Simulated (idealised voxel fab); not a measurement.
process module | voxel released beams
cross-section cut | 155 nm wide | cells 5 nm
A cross-section is a grid of square cells, given in bands from the top down. A band is one or more rows of cells.
Each band's line starts with the height of the band's top and of its bottom, in nm. Then come its materials from left to right, each with its width in nm. One material with "throughout" fills the band from edge to edge. "air" is empty space.
Height 0 is the level under which the wafer as received is all one material. The lowest band goes on downwards, as in "0 down".
A width such as "30 to 40" changes by the same amount from each row of cells to the next, from the band's top row to its bottom row.
"no change" after a step means that no cell of the cross-section changed.
closed voids: empty space of 8 cells or more with no open way to the top, each as width x height at its distance from the left edge, in nm
after a step's settings: what the simulator itself notes on the step
overlay nm, on a step with a mask: how far to the right of its planned place the mask lay; to the left if negative
plan
1 op RECEIVE | material Si
2 op CONFORMAL_DEP | material SiN | thk nm 10
3 op DIRECTIONAL_DEP | material SiO2 | thk nm 20
4 op PATTERN | tone open | mask id ANCHOR | material resist | width nm 45 | thk nm 20 | overlay nm 0
5 op DIRECTIONAL_ETCH | etch materials SiO2 | depth nm 20
6 op STRIP | etch materials resist
7 op CONFORMAL_DEP | material TiN | thk nm 15
8 op MASKED_ETCH | tone cover | mask id BEAM | width nm 110 | etch materials TiN | depth nm 15 | overlay nm 0
9 op STRIP | etch materials SiO2
as received, after step 1
  0 down: Si throughout
  closed voids: none
a wafer at the end: this start, this plan, one mistake
  40 to 30: air 20 | TiN 15 | air 25 | TiN 70 | air 25
  30 to 20: air 25 | TiN 10 | air 25 | TiN 10 | air 85
  20 to 10: air 25 | TiN 45 | air 85
  10 to 0: SiN throughout
  0 down: Si throughout
  closed voids: none
what went wrong: step 7 ran as: op CONFORMAL_DEP | material TiN | thk nm 10
